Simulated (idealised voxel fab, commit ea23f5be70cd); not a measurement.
process module | voxel capacitor over wiring
215 nm wide, 5 nm square cells: that's cross-section cut.
When this document writes out a cross-section, it uses a grid of square cells and lists it as bands, beginning at the top and moving down, with a band standing for one or more rows of cells.
For a band, the entry starts with two heights in nm, that of the top and then that of the bottom, and carries on with the band's materials in order from left to right, each alongside its width in nm; the word "edge to edge" beside a single material means it fills the band edge to edge, and "air" means empty space.
Basically, 0 is our baseline, since under it the wafer straight out of the box is all one material. The bottom band has no lower end and keeps on going down, so it looks like "top 0, no bottom".
A two-number width, for instance "30 to 40", indicates that the width is equal to the first number in the top row of the band and to the second number in the bottom row, and that it changes by a constant amount per row of cells.
Where a step carries "stayed the same", the cross-section came out of it unchanged, cell for cell.
The label "Enclosed void inventory" introduces a list of the empty spaces, 8 cells or larger, that have no open way up to the top; each entry in it reads width x height at distance, where the distance is taken from the left edge and all three are stated in nm.
Whatever follows a step's settings on its line is a remark the simulator itself makes about that step.
The "overlay nm" setting may appear on a step's line; for a step that uses a mask, it gives how far to the right of its planned position the mask lay, and a negative value indicates the left.

[This section lists the process steps that were planned]
- 1: RECEIVE,material Si
- 2: CONFORMAL_DEP,material SiO2,thk nm 15
- 3: DIRECTIONAL_DEP,material TiN,thk nm 5
- 4: DIRECTIONAL_DEP,material W,thk nm 20
- 5: MASKED_ETCH,tone cover,mask id METAL_1,width nm 20,pitch nm 90,etch materials W,depth nm 20,overlay nm 0
- 6: MASKED_ETCH,tone cover,mask id METAL_1,width nm 20,pitch nm 90,etch materials TiN,depth nm 5,overlay nm 0
- 7: FILL_DEP,material SiO2,thk nm 10
- 8: CMP,height nm 40
- 9: CONFORMAL_DEP,material SiCN,thk nm 5
- 10: DIRECTIONAL_DEP,material SiO2,thk nm 15
- 11: MASKED_ETCH,tone open,mask id PLUG_1,width nm 15,etch materials SiO2,depth nm 15,overlay nm 0
- 12: MASKED_ETCH,tone open,mask id PLUG_1,width nm 15,etch materials SiCN,depth nm 5,overlay nm 0
- 13: CONFORMAL_DEP,material TiN,thk nm 5
- 14: FILL_DEP,material Ru,thk nm 5
- 15: CMP,height nm 60
- 16: DIRECTIONAL_DEP,material TiN,thk nm 5
- 17: DIRECTIONAL_DEP,material HfO2,thk nm 5
- 18: DIRECTIONAL_DEP,material TiN,thk nm 5
- 19: PATTERN,tone cover,mask id UPPER_PLATE,material resist,width nm 75,thk nm 20,overlay nm 0
- 20: DIRECTIONAL_ETCH,etch materials TiN,depth nm 5
- 21: DIRECTIONAL_ETCH,etch materials HfO2,depth nm 5
- 22: STRIP,etch materials resist
- 23: MASKED_ETCH,tone cover,mask id LOWER_PLATE,width nm 85,etch materials TiN,depth nm 5,overlay nm 0
- 24: FILL_DEP,material SiO2,thk nm 15
- 25: CMP,height nm 85
- 26: MASKED_ETCH,tone open,mask id PLUG_2,width nm 15,etch materials SiO2,depth nm 10,overlay nm 0
- 27: CONFORMAL_DEP,material TiN,thk nm 5
- 28: FILL_DEP,material W,thk nm 10
- 29: CMP,height nm 85
- 30: CONFORMAL_DEP,material SiN,thk nm 5

[First of two wafers, with the run carried out as planned]

[As-received wafer cross-section (after step 1)]
  top 0, no bottom: Si edge to edge
  Enclosed void inventory: none

[after step 2]
  top 15, bottom 0: SiO2 edge to edge
  Heights below 0 show no change.

[after step 3]
  top 20, bottom 15: TiN edge to edge
  Heights below 15 show no change.

[after step 4]
  top 40, bottom 20: W edge to edge
  Heights below 20 show no change.

[after step 5]
  top 40, bottom 20: 50 of air  20 of W  70 of air  20 of W  55 of air
  Heights below 20 show no change.

[after step 6]
  top 40, bottom 20: 50 of air  20 of W  70 of air  20 of W  55 of air
  top 20, bottom 15: 50 of air  20 of TiN  70 of air  20 of TiN  55 of air
  Heights below 15 show no change.

[after step 7]
  top 50, bottom 40: SiO2 edge to edge
  top 40, bottom 20: 50 of SiO2  20 of W  70 of SiO2  20 of W  55 of SiO2
  top 20, bottom 15: 50 of SiO2  20 of TiN  70 of SiO2  20 of TiN  55 of SiO2
  Heights below 15 show no change.

[after step 8]
  top 40, bottom 20: 50 of SiO2  20 of W  70 of SiO2  20 of W  55 of SiO2
  Heights below 20 show no change.

[after step 9]
  top 45, bottom 40: SiCN edge to edge
  Heights below 40 show no change.

[after step 10]
  top 60, bottom 45: SiO2 edge to edge
  Heights below 45 show no change.

[after step 11]
  top 60, bottom 45: 55 of SiO2  15 of air  145 of SiO2
  Heights below 45 show no change.

[after step 12]
  top 60, bottom 45: 55 of SiO2  15 of air  145 of SiO2
  top 45, bottom 40: 55 of SiCN  15 of air  145 of SiCN
  Heights below 40 show no change.

[after step 13]
  top 65, bottom 60: 60 of TiN  5 of air  150 of TiN
  top 60, bottom 45: 55 of SiO2  5 of TiN  5 of air  5 of TiN  145 of SiO2
  top 45, bottom 40: 55 of SiCN  15 of TiN  145 of SiCN
  Heights below 40 show no change.

[after step 14]
  top 70, bottom 65: Ru edge to edge
  top 65, bottom 60: 60 of TiN  5 of Ru  150 of TiN
  top 60, bottom 45: 55 of SiO2  5 of TiN  5 of Ru  5 of TiN  145 of SiO2
  Heights below 45 show no change.

[after step 15]
  top 60, bottom 45: 55 of SiO2  5 of TiN  5 of Ru  5 of TiN  145 of SiO2
  Heights below 45 show no change.

[after step 16]
  top 65, bottom 60: TiN edge to edge
  Heights below 60 show no change.

[after step 17]
  top 70, bottom 65: HfO2 edge to edge
  Heights below 65 show no change.

[after step 18]
  top 75, bottom 70: TiN edge to edge
  Heights below 70 show no change.

[after step 19]
  top 95, bottom 75: 55 of air  75 of resist  85 of air
  Heights below 75 show no change.

[after step 20]
  top 95, bottom 75: 55 of air  75 of resist  85 of air
  top 75, bottom 70: 55 of air  75 of TiN  85 of air
  Heights below 70 show no change.

[after step 21]
  top 95, bottom 75: 55 of air  75 of resist  85 of air
  top 75, bottom 70: 55 of air  75 of TiN  85 of air
  top 70, bottom 65: 55 of air  75 of HfO2  85 of air
  Heights below 65 show no change.

[after step 22]
  top 75, bottom 70: 55 of air  75 of TiN  85 of air
  Heights below 70 show no change.

[after step 23]
  top 75, bottom 70: 55 of air  75 of TiN  85 of air
  top 70, bottom 65: 55 of air  75 of HfO2  85 of air
  top 65, bottom 60: 50 of air  85 of TiN  80 of air
  Heights below 60 show no change.

[after step 24]
  top 90, bottom 75: SiO2 edge to edge
  top 75, bottom 70: 55 of SiO2  75 of TiN  85 of SiO2
  top 70, bottom 65: 55 of SiO2  75 of HfO2  85 of SiO2
  top 65, bottom 60: 50 of SiO2  85 of TiN  80 of SiO2
  Heights below 60 show no change.

[after step 25]
  top 85, bottom 75: SiO2 edge to edge
  Heights below 75 show no change.

[after step 26]
  top 85, bottom 75: 65 of SiO2  15 of air  135 of SiO2
  Heights below 75 show no change.

[after step 27]
  top 90, bottom 85: 70 of TiN  5 of air  140 of TiN
  top 85, bottom 80: 65 of SiO2  5 of TiN  5 of air  5 of TiN  135 of SiO2
  top 80, bottom 70: 65 to 55 of SiO2  15 to 75 of TiN  135 to 85 of SiO2
  Heights below 70 show no change.

[after step 28]
  top 100, bottom 90: W edge to edge
  top 90, bottom 85: 70 of TiN  5 of W  140 of TiN
  top 85, bottom 80: 65 of SiO2  5 of TiN  5 of W  5 of TiN  135 of SiO2
  Heights below 80 show no change.

[after step 29]
  top 85, bottom 80: 65 of SiO2  5 of TiN  5 of W  5 of TiN  135 of SiO2
  Heights below 80 show no change.

[after step 30]
  top 90, bottom 85: SiN edge to edge
  Heights below 85 show no change.

[Second wafer, same starting conditions and recipe as the first, one mistake in executing it, nothing differs from the first up to and including step 1]

[Second wafer, cross-section, planned end of step 2]
  top 30, bottom 0: SiO2 edge to edge
  Heights below 0 show no change.

[Second wafer, cross-section, planned end of step 3]
  top 35, bottom 30: TiN edge to edge
  Heights below 30 show no change.

[Second wafer, cross-section, planned end of step 4]
  top 55, bottom 35: W edge to edge
  Heights below 35 show no change.

[Second wafer, cross-section, planned end of step 5]
  top 55, bottom 35: 50 of air  20 of W  70 of air  20 of W  55 of air
  Heights below 35 show no change.

[Second wafer, cross-section, planned end of step 6]
  top 55, bottom 35: 50 of air  20 of W  70 of air  20 of W  55 of air
  top 35, bottom 30: 50 of air  20 of TiN  70 of air  20 of TiN  55 of air
  Heights below 30 show no change.

[Second wafer, cross-section, planned end of step 7]
  top 65, bottom 55: SiO2 edge to edge
  top 55, bottom 35: 50 of SiO2  20 of W  70 of SiO2  20 of W  55 of SiO2
  top 35, bottom 30: 50 of SiO2  20 of TiN  70 of SiO2  20 of TiN  55 of SiO2
  Heights below 30 show no change.

[Second wafer, cross-section, planned end of step 8]
  top 40, bottom 35: 50 of SiO2  20 of W  70 of SiO2  20 of W  55 of SiO2
  Heights below 35 show no change.

[Second wafer, cross-section, planned end of step 9]
  top 45, bottom 40: SiCN edge to edge
  Heights below 40 show no change.

[Second wafer, cross-section, planned end of step 10]
  top 60, bottom 45: SiO2 edge to edge
  Heights below 45 show no change.

[Second wafer, cross-section, planned end of step 11]
  top 60, bottom 45: 55 of SiO2  15 of air  145 of SiO2
  Heights below 45 show no change.

[Second wafer, cross-section, planned end of step 12]
  top 60, bottom 45: 55 of SiO2  15 of air  145 of SiO2
  top 45, bottom 40: 55 of SiCN  15 of air  145 of SiCN
  Heights below 40 show no change.

[Second wafer, cross-section, planned end of step 13]
  top 65, bottom 60: 60 of TiN  5 of air  150 of TiN
  top 60, bottom 45: 55 of SiO2  5 of TiN  5 of air  5 of TiN  145 of SiO2
  top 45, bottom 40: 55 of SiCN  15 of TiN  145 of SiCN
  Heights below 40 show no change.

[Second wafer, cross-section, planned end of step 14]
  top 70, bottom 65: Ru edge to edge
  top 65, bottom 60: 60 of TiN  5 of Ru  150 of TiN
  top 60, bottom 45: 55 of SiO2  5 of TiN  5 of Ru  5 of TiN  145 of SiO2
  Heights below 45 show no change.

[Second wafer, cross-section, planned end of step 15]
  top 60, bottom 45: 55 of SiO2  5 of TiN  5 of Ru  5 of TiN  145 of SiO2
  Heights below 45 show no change.

[Second wafer, cross-section, planned end of step 16]
  top 65, bottom 60: TiN edge to edge
  Heights below 60 show no change.

[Second wafer, cross-section, planned end of step 17]
  top 70, bottom 65: HfO2 edge to edge
  Heights below 65 show no change.

[Second wafer, cross-section, planned end of step 18]
  top 75, bottom 70: TiN edge to edge
  Heights below 70 show no change.

[Second wafer, cross-section, planned end of step 19]
  top 95, bottom 75: 55 of air  75 of resist  85 of air
  Heights below 75 show no change.

[Second wafer, cross-section, planned end of step 20]
  top 95, bottom 75: 55 of air  75 of resist  85 of air
  top 75, bottom 70: 55 of air  75 of TiN  85 of air
  Heights below 70 show no change.

[Second wafer, cross-section, planned end of step 21]
  top 95, bottom 75: 55 of air  75 of resist  85 of air
  top 75, bottom 70: 55 of air  75 of TiN  85 of air
  top 70, bottom 65: 55 of air  75 of HfO2  85 of air
  Heights below 65 show no change.

[Second wafer, cross-section, planned end of step 22]
  top 75, bottom 70: 55 of air  75 of TiN  85 of air
  Heights below 70 show no change.

[Second wafer, cross-section, planned end of step 23]
  top 75, bottom 70: 55 of air  75 of TiN  85 of air
  top 70, bottom 65: 55 of air  75 of HfO2  85 of air
  top 65, bottom 60: 50 of air  85 of TiN  80 of air
  Heights below 60 show no change.

[Second wafer, cross-section, planned end of step 24]
  top 90, bottom 75: SiO2 edge to edge
  top 75, bottom 70: 55 of SiO2  75 of TiN  85 of SiO2
  top 70, bottom 65: 55 of SiO2  75 of HfO2  85 of SiO2
  top 65, bottom 60: 50 of SiO2  85 of TiN  80 of SiO2
  Heights below 60 show no change.

[Second wafer, cross-section, planned end of step 25]
  top 85, bottom 75: SiO2 edge to edge
  Heights below 75 show no change.

[Second wafer, cross-section, planned end of step 26]
  top 85, bottom 75: 65 of SiO2  15 of air  135 of SiO2
  Heights below 75 show no change.

[Second wafer, cross-section, planned end of step 27]
  top 90, bottom 85: 70 of TiN  5 of air  140 of TiN
  top 85, bottom 80: 65 of SiO2  5 of TiN  5 of air  5 of TiN  135 of SiO2
  top 80, bottom 70: 65 to 55 of SiO2  15 to 75 of TiN  135 to 85 of SiO2
  Heights below 70 show no change.

[Second wafer, cross-section, planned end of step 28]
  top 100, bottom 90: W edge to edge
  top 90, bottom 85: 70 of TiN  5 of W  140 of TiN
  top 85, bottom 80: 65 of SiO2  5 of TiN  5 of W  5 of TiN  135 of SiO2
  Heights below 80 show no change.

[Second wafer, cross-section, planned end of step 29]
  top 85, bottom 80: 65 of SiO2  5 of TiN  5 of W  5 of TiN  135 of SiO2
  Heights below 80 show no change.

[Second wafer, cross-section, planned end of step 30]
  top 90, bottom 85: SiN edge to edge
  Heights below 85 show no change.
Which mistake was made when the wafer was run? it should be noted that step 2 of the plan was executed twice
Once processing is complete, comparing cell counts shows that the second wafer has more or fewer of certain materials than the first: SiO2 +24; W -24
